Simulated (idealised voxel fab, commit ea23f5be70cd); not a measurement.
This is a process module. Its name is voxel wiring stack.
In the cross-section labelled cut, the width is 180 nm and each square cell is 5 nm.
Heads up, the way a cross-section reads in here is a grid of square cells, handed over as bands from the top down, with every band being one or more rows of cells. Per band: top height and bottom height in nm, followed by the left-to-right materials and their widths in nm; "edge to edge" marks a single material spanning edge to edge, "empty" marks empty space. Height is counted from the level 0, under which the received wafer is composed throughout of one material. The lowest of the bands is not closed at the bottom but continues downward, in the notation "from 0 down". The notation "30 to 40" denotes a width that varies across the rows of cells in the band, beginning at the first number in the top row, finishing at the second number in the bottom row, and changing by an identical amount from each row to the next. The cross-section has no changed cell in any step marked "nothing got changed". The label "Closed void entries" introduces a list of the empty spaces, 8 cells or larger, that have no open way up to the top; each entry in it reads width x height at distance, where the distance is taken from the left edge and all three are stated in nm. Note: text after step settings on the step line = simulator remark on that step. "overlay nm" answers the question of how far to the right of plan the mask lay on a step that has a mask, and when it is negative the answer is to the left.

The process steps that were planned are listed below
1,RECEIVE, material Si
2,CONFORMAL_DEP, material SiO2, thk nm 15
3,DIRECTIONAL_DEP, material TiN, thk nm 5
4,DIRECTIONAL_DEP, material W, thk nm 20
5,DIRECTIONAL_DEP, material aC, thk nm 10
6,PATTERN, tone cover, mask id METAL_1, material resist, width nm 30, pitch nm 60, thk nm 25, overlay nm 0
7,DIRECTIONAL_ETCH, etch materials aC, depth nm 10
8,STRIP, etch materials resist
9,DIRECTIONAL_ETCH, etch materials W, depth nm 20
10,DIRECTIONAL_ETCH, etch materials TiN, depth nm 5
11,STRIP, etch materials aC
12,FILL_DEP, material lowk, thk nm 5
13,CMP, height nm 40
14,CONFORMAL_DEP, material SiCN, thk nm 5
15,DIRECTIONAL_DEP, material SiO2, thk nm 20
16,DIRECTIONAL_DEP, material aC, thk nm 15
17,PATTERN, tone open, mask id PLUG_1, material resist, width nm 15, pitch nm 60, thk nm 35, overlay nm 0
18,DIRECTIONAL_ETCH, etch materials aC, depth nm 15
19,STRIP, etch materials resist
20,DIRECTIONAL_ETCH, etch materials SiO2, depth nm 20
21,DIRECTIONAL_ETCH, etch materials SiCN, depth nm 5
22,STRIP, etch materials aC
23,EPI, material Ru, thk nm 10
24,EPI, material Ru, thk nm 10
25,EPI, material Ru, thk nm 5
26,DIRECTIONAL_DEP, material TiN, thk nm 5
27,DIRECTIONAL_DEP, material Ru, thk nm 15
28,MASKED_ETCH, tone cover, mask id METAL_2, width nm 30, pitch nm 60, etch materials Ru, depth nm 15, overlay nm 0
29,MASKED_ETCH, tone cover, mask id METAL_2, width nm 30, pitch nm 60, etch materials TiN, depth nm 5, overlay nm 0
30,CONFORMAL_DEP, material SiCN, thk nm 5
31,FILL_DEP, material lowk, thk nm 5
32,CMP, height nm 85
33,CONFORMAL_DEP, material SiCN, thk nm 5

This is the cross-section of the wafer as we received it, i.e. after step 1
  from 0 down  Si edge to edge
  Closed void entries: none

Post-module cross-section of the first of two wafers (run per plan)
  from 90 to 85  SiCN edge to edge
  from 85 to 70  lowk: 10, then SiCN: 5, then Ru: 30, then SiCN: 5, then lowk: 20, then SiCN: 5, then Ru: 30, then SiCN: 5, then lowk: 20, then SiCN: 5, then Ru: 30, then SiCN: 5, then lowk: 10
  from 70 to 65  SiCN: 15, then TiN: 30, then SiCN: 30, then TiN: 30, then SiCN: 30, then TiN: 30, then SiCN: 15
  from 65 to 45  SiO2: 15, then Ru: 15, then SiO2: 45, then Ru: 15, then SiO2: 45, then Ru: 15, then SiO2: 30
  from 45 to 40  SiCN: 15, then Ru: 15, then SiCN: 45, then Ru: 15, then SiCN: 45, then Ru: 15, then SiCN: 30
  from 40 to 20  lowk: 15, then W: 30, then lowk: 30, then W: 30, then lowk: 30, then W: 30, then lowk: 15
  from 20 to 15  lowk: 15, then TiN: 30, then lowk: 30, then TiN: 30, then lowk: 30, then TiN: 30, then lowk: 15
  from 15 to 0  SiO2 edge to edge
  from 0 down  Si edge to edge
  Closed void entries: none

End-of-module cross-section of the second wafer: identical starting point and process plan to the first, with one processing mistake
  from 90 to 85  SiCN edge to edge
  from 85 to 75  Ru: 15, then SiCN: 5, then lowk: 20, then SiCN: 5, then Ru: 30, then SiCN: 5, then lowk: 20, then SiCN: 5, then Ru: 30, then SiCN: 5, then lowk: 20, then SiCN: 5, then Ru: 15
  from 75 to 70  Ru: 15, then SiCN: 30, then Ru: 30, then SiCN: 30, then Ru: 30, then SiCN: 30, then Ru: 15
  from 70 to 65  TiN edge to edge
  from 65 to 45  SiO2: 15, then Ru: 15, then SiO2: 45, then Ru: 15, then SiO2: 45, then Ru: 15, then SiO2: 30
  from 45 to 40  SiCN: 15, then Ru: 15, then SiCN: 45, then Ru: 15, then SiCN: 45, then Ru: 15, then SiCN: 30
  from 40 to 20  lowk: 15, then W: 30, then lowk: 30, then W: 30, then lowk: 30, then W: 30, then lowk: 15
  from 20 to 15  lowk: 15, then TiN: 30, then lowk: 30, then TiN: 30, then lowk: 30, then TiN: 30, then lowk: 15
  from 15 to 0  SiO2 edge to edge
  from 0 down  Si edge to edge
  Closed void entries: none
Diagnosis: step 28 went in with a setting other than planned; the actual run was MASKED_ETCH, tone open, mask id METAL_2, width nm 30, pitch nm 60, etch materials Ru, depth nm 15, overlay nm 0
End check, counted in cells, second wafer has more or fewer of these materials than the first: SiCN -6 | TiN +18 | lowk -12
